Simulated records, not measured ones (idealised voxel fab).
The document below concerns the process module designated voxel capacitor over wiring.
Square cells of 5 nm make up the cross-section cut, whose width is 180 nm.
Cross-section spec: square-cell grid; bands listed top down; each band is one or more rows. Top, bottom (nm), then materials left to right with widths (nm); lone material tagged "everywhere" fills the whole band edge to edge; "empty" = empty space. Where do heights start? At 0: under that level the wafer as delivered is made of one material only. And the lowest band has no floor; it just carries on downward, as in "0 -> down". Graded width ("30->40"): value in top row of band = first number; value in bottom row = second number; row-to-row change constant. Step marked "no change"? Then no cell in the cross-section changed in it. Each empty space that has no open way to the top and spans at least 8 cells appears under "Trapped void list" as width x height at distance, the distance counted from the left edge, all in nm. Post-settings text on a step line: simulator's own remark regarding the step. overlay nm: on a step with a mask, how far right of its planned place the mask lay; negative means left. Pairs ahead. Before: cross-section ahead of one process step. After: cross-section once the step is done, shown to the lowest changed band only. Under each pair: that step, with settings. Caution: pairs may come from different runs of this module on the same starting wafer; a pair follows the pair above only where its "Pre-step cross-section" entry says so.

[Pre-step cross-section]
    60 -> 40 = empty 35 nm, resist 15 nm, empty 80 nm, resist 15 nm, empty 35 nm
    40 -> 20 = empty 35 nm, Ru 15 nm, empty 80 nm, Ru 15 nm, empty 35 nm
    20 -> 15 = TiN everywhere
    15 -> 0 = SiO2 everywhere
    0 -> down = Si everywhere
    Trapped void list: none

[Resultant Cross-Section]
    60 -> 40 = empty 35 nm, resist 15 nm, empty 80 nm, resist 15 nm, empty 35 nm
    40 -> 20 = empty 35 nm, Ru 15 nm, empty 80 nm, Ru 15 nm, empty 35 nm
    20 -> 15 = empty 35 nm, TiN 15 nm, empty 80 nm, TiN 15 nm, empty 35 nm
    All layers under 15 are left as they were.
    Trapped void list: none
Going from the before section above to the after section, the step was DIRECTIONAL_ETCH, etch materials TiN, depth nm 5

Pre-step cross-section: same picture as after in the pair right above, so we don't repeat it.

[Resultant Cross-Section]
    40 -> 20 = empty 35 nm, Ru 15 nm, empty 80 nm, Ru 15 nm, empty 35 nm
    All layers under 20 are left as they were.
    Trapped void list: none
Going from the before section above to the after section, the step was STRIP, etch materials resist

Pre-step cross-section: same picture as after in the pair right above, so we don't repeat it.

[Resultant Cross-Section]
    45 -> 40 = empty 30 nm, SiCN 25 nm, empty 70 nm, SiCN 25 nm, empty 30 nm
    40 -> 20 = empty 30 nm, SiCN 5 nm, Ru 15 nm, SiCN 5 nm, empty 70 nm, SiCN 5 nm, Ru 15 nm, SiCN 5 nm, empty 30 nm
    20 -> 15 = SiCN 35 nm, TiN 15 nm, SiCN 80 nm, TiN 15 nm, SiCN 35 nm
    All layers under 15 are left as they were.
    Trapped void list: none
Going from the before section above to the after section, the step was CONFORMAL_DEP, material SiCN, thk nm 5

Pre-step cross-section: same picture as after in the pair right above, so we don't repeat it.

[Resultant Cross-Section]
    50 -> 45 = lowk everywhere
    45 -> 40 = lowk 30 nm, SiCN 25 nm, lowk 70 nm, SiCN 25 nm, lowk 30 nm
    40 -> 20 = lowk 30 nm, SiCN 5 nm, Ru 15 nm, SiCN 5 nm, lowk 70 nm, SiCN 5 nm, Ru 15 nm, SiCN 5 nm, lowk 30 nm
    All layers under 20 are left as they were.
    Trapped void list: none
Going from the before section above to the after section, the step was FILL_DEP, material lowk, thk nm 5

Pre-step cross-section: same picture as after in the pair right above, so we don't repeat it.

[Resultant Cross-Section]
    40 -> 20 = lowk 30 nm, SiCN 5 nm, Ru 15 nm, SiCN 5 nm, lowk 70 nm, SiCN 5 nm, Ru 15 nm, SiCN 5 nm, lowk 30 nm
    All layers under 20 are left as they were.
    Trapped void list: none
Going from the before section above to the after section, the step was CMP, height nm 40

Pre-step cross-section: same picture as after in the pair right above, so we don't repeat it.

[Resultant Cross-Section]
    45 -> 40 = SiCN everywhere
    All layers under 40 are left as they were.
    Trapped void list: none
Going from the before section above to the after section, the step was CONFORMAL_DEP, material SiCN, thk nm 5

Pre-step cross-section: same picture as after in the pair right above, so we don't repeat it.

[Resultant Cross-Section]
    55 -> 45 = SiO2 everywhere
    All layers under 45 are left as they were.
    Trapped void list: none
Going from the before section above to the after section, the step was DIRECTIONAL_DEP, material SiO2, thk nm 10

Pre-step cross-section: same picture as after in the pair right above, so we don't repeat it.

[Resultant Cross-Section]
    70 -> 55 = aC everywhere
    All layers under 55 are left as they were.
    Trapped void list: none
Going from the before section above to the after section, the step was DIRECTIONAL_DEP, material aC, thk nm 15

Pre-step cross-section: same picture as after in the pair right above, so we don't repeat it.

[Resultant Cross-Section]
    105 -> 70 = resist 40 nm, empty 15 nm, resist 125 nm
    All layers under 70 are left as they were.
    Trapped void list: none
Going from the before section above to the after section, the step was PATTERN, tone open, mask id PLUG_1, material resist, width nm 15, thk nm 35, overlay nm 0

Pre-step cross-section: same picture as after in the pair right above, so we don't repeat it.

[Resultant Cross-Section]
    90 -> 70 = resist 40 nm, empty 15 nm, resist 125 nm
    70 -> 55 = aC 40 nm, empty 15 nm, aC 125 nm
    All layers under 55 are left as they were.
    Trapped void list: none
Going from the before section above to the after section, the step was DIRECTIONAL_ETCH, etch materials aC, depth nm 15

Pre-step cross-section: same picture as after in the pair right above, so we don't repeat it.

[Resultant Cross-Section]
    70 -> 55 = aC 40 nm, empty 15 nm, aC 125 nm
    All layers under 55 are left as they were.
    Trapped void list: none
Going from the before section above to the after section, the step was STRIP, etch materials resist

Pre-step cross-section: same picture as after in the pair right above, so we don't repeat it.

[Resultant Cross-Section]
    70 -> 55 = aC 40 nm, empty 15 nm, aC 125 nm
    55 -> 45 = SiO2 40 nm, empty 15 nm, SiO2 125 nm
    All layers under 45 are left as they were.
    Trapped void list: none
Going from the before section above to the after section, the step was DIRECTIONAL_ETCH, etch materials SiO2, depth nm 10

Pre-step cross-section: same picture as after in the pair right above, so we don't repeat it.

[Resultant Cross-Section]
    70 -> 55 = aC 40 nm, empty 15 nm, aC 125 nm
    55 -> 45 = SiO2 40 nm, empty 15 nm, SiO2 125 nm
    45 -> 40 = SiCN 40 nm, empty 15 nm, SiCN 125 nm
    All layers under 40 are left as they were.
    Trapped void list: none
Going from the before section above to the after section, the step was DIRECTIONAL_ETCH, etch materials SiCN, depth nm 5

Pre-step cross-section: same picture as after in the pair right above, so we don't repeat it.

[Resultant Cross-Section]
    55 -> 45 = SiO2 40 nm, empty 15 nm, SiO2 125 nm
    All layers under 45 are left as they were.
    Trapped void list: none
Going from the before section above to the after section, the step was STRIP, etch materials aC

Pre-step cross-section: same picture as after in the pair right above, so we don't repeat it.

[Resultant Cross-Section]
    55 -> 50 = SiO2 40 nm, empty 15 nm, SiO2 125 nm
    50 -> 45 = SiO2 40 nm, Ru 15 nm, SiO2 125 nm
    45 -> 40 = SiCN 40 nm, Ru 15 nm, SiCN 125 nm
    All layers under 40 are left as they were.
    Trapped void list: none
Going from the before section above to the after section, the step was EPI, material Ru, thk nm 10

Pre-step cross-section: same picture as after in the pair right above, so we don't repeat it.

[Resultant Cross-Section]
    55 -> 45 = SiO2 40 nm, Ru 15 nm, SiO2 125 nm
    All layers under 45 are left as they were.
    Trapped void list: none
Going from the before section above to the after section, the step was EPI, material Ru, thk nm 5

Pre-step cross-section: same picture as after in the pair right above, so we don't repeat it.

[Resultant Cross-Section]
    60 -> 55 = TiN everywhere
    All layers under 55 are left as they were.
    Trapped void list: none
Going from the before section above to the after section, the step was DIRECTIONAL_DEP, material TiN, thk nm 5

Pre-step cross-section: same picture as after in the pair right above, so we don't repeat it.

[Resultant Cross-Section]
    65 -> 60 = HfO2 everywhere
    All layers under 60 are left as they were.
    Trapped void list: none
Going from the before section above to the after section, the step was DIRECTIONAL_DEP, material HfO2, thk nm 5

Pre-step cross-section: same picture as after in the pair right above, so we don't repeat it.

[Resultant Cross-Section]
    70 -> 65 = TiN everywhere
    All layers under 65 are left as they were.
    Trapped void list: none
Going from the before section above to the after section, the step was DIRECTIONAL_DEP, material TiN, thk nm 5

Pre-step cross-section: same picture as after in the pair right above, so we don't repeat it.

[Resultant Cross-Section]
    85 -> 70 = aC everywhere
    All layers under 70 are left as they were.
    Trapped void list: none
Going from the before section above to the after section, the step was DIRECTIONAL_DEP, material aC, thk nm 15

Pre-step cross-section: same picture as after in the pair right above, so we don't repeat it.

[Resultant Cross-Section]
    115 -> 85 = empty 40 nm, resist 75 nm, empty 65 nm
    All layers under 85 are left as they were.
    Trapped void list: none
Going from the before section above to the after section, the step was PATTERN, tone cover, mask id UPPER_PLATE, material resist, width nm 75, thk nm 30, overlay nm 0

Pre-step cross-section: same picture as after in the pair right above, so we don't repeat it.

[Resultant Cross-Section]
    100 -> 85 = empty 40 nm, resist 75 nm, empty 65 nm
    85 -> 70 = empty 40 nm, aC 75 nm, empty 65 nm
    All layers under 70 are left as they were.
    Trapped void list: none
Going from the before section above to the after section, the step was DIRECTIONAL_ETCH, etch materials aC, depth nm 15

Pre-step cross-section: same picture as after in the pair right above, so we don't repeat it.

[Resultant Cross-Section]
    85 -> 70 = empty 40 nm, aC 75 nm, empty 65 nm
    All layers under 70 are left as they were.
    Trapped void list: none
Going from the before section above to the after section, the step was STRIP, etch materials resist

Pre-step cross-section: same picture as after in the pair right above, so we don't repeat it.

[Resultant Cross-Section]
    85 -> 70 = empty 40 nm, aC 75 nm, empty 65 nm
    70 -> 65 = empty 40 nm, TiN 75 nm, empty 65 nm
    All layers under 65 are left as they were.
    Trapped void list: none
Going from the before section above to the after section, the step was DIRECTIONAL_ETCH, etch materials TiN, depth nm 5

Pre-step cross-section: same picture as after in the pair right above, so we don't repeat it.

[Resultant Cross-Section]
    85 -> 70 = empty 40 nm, aC 75 nm, empty 65 nm
    70 -> 65 = empty 40 nm, TiN 75 nm, empty 65 nm
    65 -> 60 = empty 40 nm, HfO2 75 nm, empty 65 nm
    All layers under 60 are left as they were.
    Trapped void list: none
Going from the before section above to the after section, the step was DIRECTIONAL_ETCH, etch materials HfO2, depth nm 5

Pre-step cross-section: same picture as after in the pair right above, so we don't repeat it.

[Resultant Cross-Section]
    70 -> 65 = empty 40 nm, TiN 75 nm, empty 65 nm
    All layers under 65 are left as they were.
    Trapped void list: none
Going from the before section above to the after section, the step was STRIP, etch materials aC

Pre-step cross-section: same picture as after in the pair right above, so we don't repeat it.

[Resultant Cross-Section]
    85 -> 75 = empty 40 nm, aC 75 nm, empty 65 nm
    75 -> 70 = aC everywhere
    70 -> 65 = aC 40 nm, TiN 75 nm, aC 65 nm
    65 -> 60 = aC 40 nm, HfO2 75 nm, aC 65 nm
    All layers under 60 are left as they were.
    Trapped void list: none
Going from the before section above to the after section, the step was DIRECTIONAL_DEP, material aC, thk nm 15

Pre-step cross-section: same picture as after in the pair right above, so we don't repeat it.

[Resultant Cross-Section]
    120 -> 85 = empty 35 nm, resist 85 nm, empty 60 nm
    85 -> 75 = empty 35 nm, resist 5 nm, aC 75 nm, resist 5 nm, empty 60 nm
    All layers under 75 are left as they were.
    Trapped void list: none
Going from the before section above to the after section, the step was PATTERN, tone cover, mask id LOWER_PLATE, material resist, width nm 85, thk nm 35, overlay nm 0

Pre-step cross-section: same picture as after in the pair right above, so we don't repeat it.

[Resultant Cross-Section]
    105 -> 85 = empty 35 nm, resist 85 nm, empty 60 nm
    85 -> 75 = empty 35 nm, resist 5 nm, aC 75 nm, resist 5 nm, empty 60 nm
    75 -> 70 = empty 35 nm, aC 85 nm, empty 60 nm
    70 -> 65 = empty 35 nm, aC 5 nm, TiN 75 nm, aC 5 nm, empty 60 nm
    65 -> 60 = empty 35 nm, aC 5 nm, HfO2 75 nm, aC 5 nm, empty 60 nm
    All layers under 60 are left as they were.
    Trapped void list: none
Going from the before section above to the after section, the step was DIRECTIONAL_ETCH, etch materials aC, depth nm 15

Pre-step cross-section: same picture as after in the pair right above, so we don't repeat it.

[Resultant Cross-Section]
    85 -> 75 = empty 40 nm, aC 75 nm, empty 65 nm
    All layers under 75 are left as they were.
    Trapped void list: none
Going from the before section above to the after section, the step was STRIP, etch materials resist

Pre-step cross-section: same picture as after in the pair right above, so we don't repeat it.

[Resultant Cross-Section]
    85 -> 75 = empty 40 nm, aC 75 nm, empty 65 nm
    75 -> 70 = empty 35 nm, aC 85 nm, empty 60 nm
    70 -> 65 = empty 35 nm, aC 5 nm, TiN 75 nm, aC 5 nm, empty 60 nm
    65 -> 60 = empty 35 nm, aC 5 nm, HfO2 75 nm, aC 5 nm, empty 60 nm
    60 -> 55 = empty 35 nm, TiN 85 nm, empty 60 nm
    All layers under 55 are left as they were.
    Trapped void list: none
Going from the before section above to the after section, the step was DIRECTIONAL_ETCH, etch materials TiN, depth nm 5

Pre-step cross-section: same picture as after in the pair right above, so we don't repeat it.

[Resultant Cross-Section]
    70 -> 65 = empty 40 nm, TiN 75 nm, empty 65 nm
    65 -> 60 = empty 40 nm, HfO2 75 nm, empty 65 nm
    All layers under 60 are left as they were.
    Trapped void list: none
Going from the before section above to the after section, the step was STRIP, etch materials aC

Pre-step cross-section: same picture as after in the pair right above, so we don't repeat it.

[Resultant Cross-Section]
    85 -> 70 = SiO2 everywhere
    70 -> 65 = SiO2 40 nm, TiN 75 nm, SiO2 65 nm
    65 -> 60 = SiO2 40 nm, HfO2 75 nm, SiO2 65 nm
    60 -> 55 = SiO2 35 nm, TiN 85 nm, SiO2 60 nm
    All layers under 55 are left as they were.
    Trapped void list: none
Going from the before section above to the after section, the step was FILL_DEP, material SiO2, thk nm 15

Pre-step cross-section: same picture as after in the pair right above, so we don't repeat it.

[Resultant Cross-Section]
    80 -> 70 = SiO2 everywhere
    All layers under 70 are left as they were.
    Trapped void list: none
Going from the before section above to the after section, the step was CMP, height nm 80

Pre-step cross-section: same picture as after in the pair right above, so we don't repeat it.

[Resultant Cross-Section]
    90 -> 80 = aC everywhere
    All layers under 80 are left as they were.
    Trapped void list: none
Going from the before section above to the after section, the step was DIRECTIONAL_DEP, material aC, thk nm 10

Pre-step cross-section: same picture as after in the pair right above, so we don't repeat it.

[Resultant Cross-Section]
    120 -> 90 = resist 50 nm, empty 15 nm, resist 115 nm
    All layers under 90 are left as they were.
    Trapped void list: none
Going from the before section above to the after section, the step was PATTERN, tone open, mask id PLUG_2, material resist, width nm 15, thk nm 30, overlay nm 0

Pre-step cross-section: same picture as after in the pair right above, so we don't repeat it.

[Resultant Cross-Section]
    110 -> 90 = resist 50 nm, empty 15 nm, resist 115 nm
    90 -> 80 = aC 50 nm, empty 15 nm, aC 115 nm
    All layers under 80 are left as they were.
    Trapped void list: none
Going from the before section above to the after section, the step was DIRECTIONAL_ETCH, etch materials aC, depth nm 10

Pre-step cross-section: same picture as after in the pair right above, so we don't repeat it.

[Resultant Cross-Section]
    90 -> 80 = aC 50 nm, empty 15 nm, aC 115 nm
    All layers under 80 are left as they were.
    Trapped void list: none
Going from the before section above to the after section, the step was STRIP, etch materials resist

Pre-step cross-section: same picture as after in the pair right above, so we don't repeat it.

[Resultant Cross-Section]
    90 -> 80 = aC 50 nm, empty 15 nm, aC 115 nm
    80 -> 70 = SiO2 50 nm, empty 15 nm, SiO2 115 nm
    All layers under 70 are left as they were.
    Trapped void list: none
Going from the before section above to the after section, the step was DIRECTIONAL_ETCH, etch materials SiO2, depth nm 10

Pre-step cross-section: same picture as after in the pair right above, so we don't repeat it.

[Resultant Cross-Section]
    80 -> 70 = SiO2 50 nm, empty 15 nm, SiO2 115 nm
    All layers under 70 are left as they were.
    Trapped void list: none
Going from the before section above to the after section, the step was STRIP, etch materials aC

Pre-step cross-section: same picture as after in the pair right above, so we don't repeat it.

[Resultant Cross-Section]
    85 -> 80 = TiN 55 nm, empty 5 nm, TiN 120 nm
    80 -> 75 = SiO2 50 nm, TiN 5 nm, empty 5 nm, TiN 5 nm, SiO2 115 nm
    75 -> 65 = SiO2 50->40 nm, TiN 15->75 nm, SiO2 115->65 nm
    All layers under 65 are left as they were.
    Trapped void list: none
Going from the before section above to the after section, the step was CONFORMAL_DEP, material TiN, thk nm 5

Pre-step cross-section: same picture as after in the pair right above, so we don't repeat it.

[Resultant Cross-Section]
    95 -> 85 = W everywhere
    85 -> 80 = TiN 55 nm, W 5 nm, TiN 120 nm
    80 -> 75 = SiO2 50 nm, TiN 5 nm, W 5 nm, TiN 5 nm, SiO2 115 nm
    All layers under 75 are left as they were.
    Trapped void list: none
Going from the before section above to the after section, the step was FILL_DEP, material W, thk nm 10

Pre-step cross-section: same picture as after in the pair right above, so we don't repeat it.

[Resultant Cross-Section]
    80 -> 75 = SiO2 50 nm, TiN 5 nm, W 5 nm, TiN 5 nm, SiO2 115 nm
    All layers under 75 are left as they were.
    Trapped void list: none
Going from the before section above to the after section, the step was CMP, height nm 80

Pre-step cross-section: same picture as after in the pair right above, so we don't repeat it.

[Resultant Cross-Section]
    85 -> 80 = SiCN everywhere
    All layers under 80 are left as they were.
    Trapped void list: none
Going from the before section above to the after section, the step was CONFORMAL_DEP, material SiCN, thk nm 5

[Pre-step cross-section]
    85 -> 70 = aC everywhere
    70 -> 65 = TiN everywhere
    65 -> 60 = HfO2 everywhere
    60 -> 55 = TiN everywhere
    55 -> 45 = SiO2 40 nm, Ru 15 nm, SiO2 125 nm
    45 -> 40 = SiCN 40 nm, Ru 15 nm, SiCN 125 nm
    40 -> 20 = lowk 25 nm, SiCN 5 nm, Ru 25 nm, SiCN 5 nm, lowk 60 nm, SiCN 5 nm, Ru 25 nm, SiCN 5 nm, lowk 25 nm
    20 -> 15 = SiCN 30 nm, TiN 25 nm, SiCN 70 nm, TiN 25 nm, SiCN 30 nm
    15 -> 0 = SiO2 everywhere
    0 -> down = Si everywhere
    Trapped void list: none

[Resultant Cross-Section]
    115 -> 85 = empty 45 nm, resist 75 nm, empty 60 nm
    All layers under 85 are left as they were.
    Trapped void list: none
Going from the before section above to the after section, the step was PATTERN, tone cover, mask id UPPER_PLATE, material resist, width nm 75, thk nm 30, overlay nm 5

Pre-step cross-section: same picture as after in the pair right above, so we don't repeat it.

[Resultant Cross-Section]
    100 -> 85 = empty 45 nm, resist 75 nm, empty 60 nm
    85 -> 70 = empty 45 nm, aC 75 nm, empty 60 nm
    All layers under 70 are left as they were.
    Trapped void list: none
Going from the before section above to the after section, the step was DIRECTIONAL_ETCH, etch materials aC, depth nm 15

Pre-step cross-section: same picture as after in the pair right above, so we don't repeat it.

[Resultant Cross-Section]
    85 -> 70 = empty 45 nm, aC 75 nm, empty 60 nm
    All layers under 70 are left as they were.
    Trapped void list: none
Going from the before section above to the after section, the step was STRIP, etch materials resist

Pre-step cross-section: same picture as after in the pair right above, so we don't repeat it.

[Resultant Cross-Section]
    85 -> 70 = empty 45 nm, aC 75 nm, empty 60 nm
    70 -> 65 = empty 45 nm, TiN 75 nm, empty 60 nm
    All layers under 65 are left as they were.
    Trapped void list: none
Going from the before section above to the after section, the step was DIRECTIONAL_ETCH, etch materials TiN, depth nm 5

Pre-step cross-section: same picture as after in the pair right above, so we don't repeat it.

[Resultant Cross-Section]
    85 -> 70 = empty 45 nm, aC 75 nm, empty 60 nm
    70 -> 65 = empty 45 nm, TiN 75 nm, empty 60 nm
    65 -> 60 = empty 45 nm, HfO2 75 nm, empty 60 nm
    All layers under 60 are left as they were.
    Trapped void list: none
Going from the before section above to the after section, the step was DIRECTIONAL_ETCH, etch materials HfO2, depth nm 5

Pre-step cross-section: same picture as after in the pair right above, so we don't repeat it.

[Resultant Cross-Section]
    70 -> 65 = empty 45 nm, TiN 75 nm, empty 60 nm
    All layers under 65 are left as they were.
    Trapped void list: none
Going from the before section above to the after section, the step was STRIP, etch materials aC

Pre-step cross-section: same picture as after in the pair right above, so we don't repeat it.

[Resultant Cross-Section]
    85 -> 75 = empty 45 nm, aC 75 nm, empty 60 nm
    75 -> 70 = aC everywhere
    70 -> 65 = aC 45 nm, TiN 75 nm, aC 60 nm
    65 -> 60 = aC 45 nm, HfO2 75 nm, aC 60 nm
    All layers under 60 are left as they were.
    Trapped void list: none
Going from the before section above to the after section, the step was DIRECTIONAL_DEP, material aC, thk nm 15

Pre-step cross-section: same picture as after in the pair right above, so we don't repeat it.

[Resultant Cross-Section]
    120 -> 85 = empty 35 nm, resist 85 nm, empty 60 nm
    85 -> 75 = empty 35 nm, resist 10 nm, aC 75 nm, empty 60 nm
    All layers under 75 are left as they were.
    Trapped void list: none
Going from the before section above to the after section, the step was PATTERN, tone cover, mask id LOWER_PLATE, material resist, width nm 85, thk nm 35, overlay nm 0

Pre-step cross-section: same picture as after in the pair right above, so we don't repeat it.

[Resultant Cross-Section]
    105 -> 85 = empty 35 nm, resist 85 nm, empty 60 nm
    85 -> 75 = empty 35 nm, resist 10 nm, aC 75 nm, empty 60 nm
    75 -> 70 = empty 35 nm, aC 85 nm, empty 60 nm
    70 -> 65 = empty 35 nm, aC 10 nm, TiN 75 nm, empty 60 nm
    65 -> 60 = empty 35 nm, aC 10 nm, HfO2 75 nm, empty 60 nm
    All layers under 60 are left as they were.
    Trapped void list: none
Going from the before section above to the after section, the step was DIRECTIONAL_ETCH, etch materials aC, depth nm 15

Pre-step cross-section: same picture as after in the pair right above, so we don't repeat it.

[Resultant Cross-Section]
    85 -> 75 = empty 45 nm, aC 75 nm, empty 60 nm
    All layers under 75 are left as they were.
    Trapped void list: none
Going from the before section above to the after section, the step was STRIP, etch materials resist

Pre-step cross-section: same picture as after in the pair right above, so we don't repeat it.

[Resultant Cross-Section]
    85 -> 75 = empty 45 nm, aC 75 nm, empty 60 nm
    75 -> 70 = empty 35 nm, aC 85 nm, empty 60 nm
    70 -> 65 = empty 35 nm, aC 10 nm, TiN 75 nm, empty 60 nm
    65 -> 60 = empty 35 nm, aC 10 nm, HfO2 75 nm, empty 60 nm
    60 -> 55 = empty 35 nm, TiN 85 nm, empty 60 nm
    All layers under 55 are left as they were.
    Trapped void list: none
Going from the before section above to the after section, the step was DIRECTIONAL_ETCH, etch materials TiN, depth nm 5

Pre-step cross-section: same picture as after in the pair right above, so we don't repeat it.

[Resultant Cross-Section]
    70 -> 65 = empty 45 nm, TiN 75 nm, empty 60 nm
    65 -> 60 = empty 45 nm, HfO2 75 nm, empty 60 nm
    All layers under 60 are left as they were.
    Trapped void list: none
Going from the before section above to the after section, the step was STRIP, etch materials aC

Pre-step cross-section: same picture as after in the pair right above, so we don't repeat it.

[Resultant Cross-Section]
    85 -> 70 = SiO2 everywhere
    70 -> 65 = SiO2 45 nm, TiN 75 nm, SiO2 60 nm
    65 -> 60 = SiO2 45 nm, HfO2 75 nm, SiO2 60 nm
    60 -> 55 = SiO2 35 nm, TiN 85 nm, SiO2 60 nm
    All layers under 55 are left as they were.
    Trapped void list: none
Going from the before section above to the after section, the step was FILL_DEP, material SiO2, thk nm 15

Pre-step cross-section: same picture as after in the pair right above, so we don't repeat it.

[Resultant Cross-Section]
    80 -> 70 = SiO2 everywhere
    All layers under 70 are left as they were.
    Trapped void list: none
Going from the before section above to the after section, the step was CMP, height nm 80

Pre-step cross-section: same picture as after in the pair right above, so we don't repeat it.

[Resultant Cross-Section]
    90 -> 80 = aC everywhere
    All layers under 80 are left as they were.
    Trapped void list: none
Going from the before section above to the after section, the step was DIRECTIONAL_DEP, material aC, thk nm 10

Pre-step cross-section: same picture as after in the pair right above, so we don't repeat it.

[Resultant Cross-Section]
    120 -> 90 = resist 50 nm, empty 15 nm, resist 115 nm
    All layers under 90 are left as they were.
    Trapped void list: none
Going from the before section above to the after section, the step was PATTERN, tone open, mask id PLUG_2, material resist, width nm 15, thk nm 30, overlay nm 0

Pre-step cross-section: same picture as after in the pair right above, so we don't repeat it.

[Resultant Cross-Section]
    110 -> 90 = resist 50 nm, empty 15 nm, resist 115 nm
    90 -> 80 = aC 50 nm, empty 15 nm, aC 115 nm
    All layers under 80 are left as they were.
    Trapped void list: none
Going from the before section above to the after section, the step was DIRECTIONAL_ETCH, etch materials aC, depth nm 10

Pre-step cross-section: same picture as after in the pair right above, so we don't repeat it.

[Resultant Cross-Section]
    90 -> 80 = aC 50 nm, empty 15 nm, aC 115 nm
    All layers under 80 are left as they were.
    Trapped void list: none
Going from the before section above to the after section, the step was STRIP, etch materials resist

Pre-step cross-section: same picture as after in the pair right above, so we don't repeat it.

[Resultant Cross-Section]
    90 -> 80 = aC 50 nm, empty 15 nm, aC 115 nm
    80 -> 70 = SiO2 50 nm, empty 15 nm, SiO2 115 nm
    All layers under 70 are left as they were.
    Trapped void list: none
Going from the before section above to the after section, the step was DIRECTIONAL_ETCH, etch materials SiO2, depth nm 10

Pre-step cross-section: same picture as after in the pair right above, so we don't repeat it.

[Resultant Cross-Section]
    80 -> 70 = SiO2 50 nm, empty 15 nm, SiO2 115 nm
    All layers under 70 are left as they were.
    Trapped void list: none
Going from the before section above to the after section, the step was STRIP, etch materials aC

Pre-step cross-section: same picture as after in the pair right above, so we don't repeat it.

[Resultant Cross-Section]
    85 -> 80 = TiN 55 nm, empty 5 nm, TiN 120 nm
    80 -> 75 = SiO2 50 nm, TiN 5 nm, empty 5 nm, TiN 5 nm, SiO2 115 nm
    75 -> 65 = SiO2 50->45 nm, TiN 15->75 nm, SiO2 115->60 nm
    All layers under 65 are left as they were.
    Trapped void list: none
Going from the before section above to the after section, the step was CONFORMAL_DEP, material TiN, thk nm 5

Pre-step cross-section: same picture as after in the pair right above, so we don't repeat it.

[Resultant Cross-Section]
    95 -> 85 = W everywhere
    85 -> 80 = TiN 55 nm, W 5 nm, TiN 120 nm
    80 -> 75 = SiO2 50 nm, TiN 5 nm, W 5 nm, TiN 5 nm, SiO2 115 nm
    All layers under 75 are left as they were.
    Trapped void list: none
Going from the before section above to the after section, the step was FILL_DEP, material W, thk nm 10

Pre-step cross-section: same picture as after in the pair right above, so we don't repeat it.

[Resultant Cross-Section]
    80 -> 75 = SiO2 50 nm, TiN 5 nm, W 5 nm, TiN 5 nm, SiO2 115 nm
    All layers under 75 are left as they were.
    Trapped void list: none
Going from the before section above to the after section, the step was CMP, height nm 80

Pre-step cross-section: same picture as after in the pair right above, so we don't repeat it.

[Resultant Cross-Section]
    85 -> 80 = SiCN everywhere
    All layers under 80 are left as they were.
    Trapped void list: none
Going from the before section above to the after section, the step was CONFORMAL_DEP, material SiCN, thk nm 5

[Pre-step cross-section]
    70 -> 65 = TiN everywhere
    65 -> 60 = HfO2 everywhere
    60 -> 55 = TiN everywhere
    55 -> 45 = SiO2 40 nm, Ru 15 nm, SiO2 125 nm
    45 -> 40 = SiCN 40 nm, Ru 15 nm, SiCN 125 nm
    40 -> 20 = lowk 25 nm, SiCN 5 nm, Ru 25 nm, SiCN 5 nm, lowk 60 nm, SiCN 5 nm, Ru 25 nm, SiCN 5 nm, lowk 25 nm
    20 -> 15 = SiCN 30 nm, TiN 25 nm, SiCN 70 nm, TiN 25 nm, SiCN 30 nm
    15 -> 0 = SiO2 everywhere
    0 -> down = Si everywhere
    Trapped void list: none

[Resultant Cross-Section]
    85 -> 70 = Ru everywhere
    All layers under 70 are left as they were.
    Trapped void list: none
Going from the before section above to the after section, the step was DIRECTIONAL_DEP, material Ru, thk nm 15

Pre-step cross-section: same picture as after in the pair right above, so we don't repeat it.

[Resultant Cross-Section]
    115 -> 85 = empty 40 nm, resist 75 nm, empty 65 nm
    All layers under 85 are left as they were.
    Trapped void list: none
Going from the before section above to the after section, the step was PATTERN, tone cover, mask id UPPER_PLATE, material resist, width nm 75, thk nm 30, overlay nm 0

Pre-step cross-section: same picture as after in the pair right above, so we don't repeat it.

[Resultant Cross-Section]
    100 -> 85 = empty 40 nm, resist 75 nm, empty 65 nm
    All layers under 85 are left as they were.
    Trapped void list: none
Going from the before section above to the after section, the step was DIRECTIONAL_ETCH, etch materials aC, depth nm 15

Pre-step cross-section: same picture as after in the pair right above, so we don't repeat it.

[Resultant Cross-Section]
    85 -> 70 = Ru everywhere
    All layers under 70 are left as they were.
    Trapped void list: none
Going from the before section above to the after section, the step was STRIP, etch materials resist

Pre-step cross-section: same picture as after in the pair right above, so we don't repeat it.

[Resultant Cross-Section]
    100 -> 85 = aC everywhere
    All layers under 85 are left as they were.
    Trapped void list: none
Going from the before section above to the after section, the step was DIRECTIONAL_DEP, material aC, thk nm 15

Pre-step cross-section: same picture as after in the pair right above, so we don't repeat it.

[Resultant Cross-Section]
    135 -> 100 = empty 35 nm, resist 85 nm, empty 60 nm
    All layers under 100 are left as they were.
    Trapped void list: none
Going from the before section above to the after section, the step was PATTERN, tone cover, mask id LOWER_PLATE, material resist, width nm 85, thk nm 35, overlay nm 0

Pre-step cross-section: same picture as after in the pair right above, so we don't repeat it.

[Resultant Cross-Section]
    120 -> 100 = empty 35 nm, resist 85 nm, empty 60 nm
    100 -> 85 = empty 35 nm, aC 85 nm, empty 60 nm
    All layers under 85 are left as they were.
    Trapped void list: none
Going from the before section above to the after section, the step was DIRECTIONAL_ETCH, etch materials aC, depth nm 15

Pre-step cross-section: same picture as after in the pair right above, so we don't repeat it.

[Resultant Cross-Section]
    100 -> 85 = empty 35 nm, aC 85 nm, empty 60 nm
    All layers under 85 are left as they were.
    Trapped void list: none
Going from the before section above to the after section, the step was STRIP, etch materials resist

Pre-step cross-section: same picture as after in the pair right above, so we don't repeat it.

[Resultant Cross-Section]
    85 -> 70 = Ru everywhere
    All layers under 70 are left as they were.
    Trapped void list: none
Going from the before section above to the after section, the step was STRIP, etch materials aC

Pre-step cross-section: same picture as after in the pair right above, so we don't repeat it.

[Resultant Cross-Section]
    100 -> 85 = SiO2 everywhere
    All layers under 85 are left as they were.
    Trapped void list: none
Going from the before section above to the after section, the step was FILL_DEP, material SiO2, thk nm 15

Pre-step cross-section: same picture as after in the pair right above, so we don't repeat it.

[Resultant Cross-Section]
    80 -> 70 = Ru everywhere
    All layers under 70 are left as they were.
    Trapped void list: none
Going from the before section above to the after section, the step was CMP, height nm 80

Pre-step cross-section: same picture as after in the pair right above, so we don't repeat it.

[Resultant Cross-Section]
    90 -> 80 = aC everywhere
    All layers under 80 are left as they were.
    Trapped void list: none
Going from the before section above to the after section, the step was DIRECTIONAL_DEP, material aC, thk nm 10
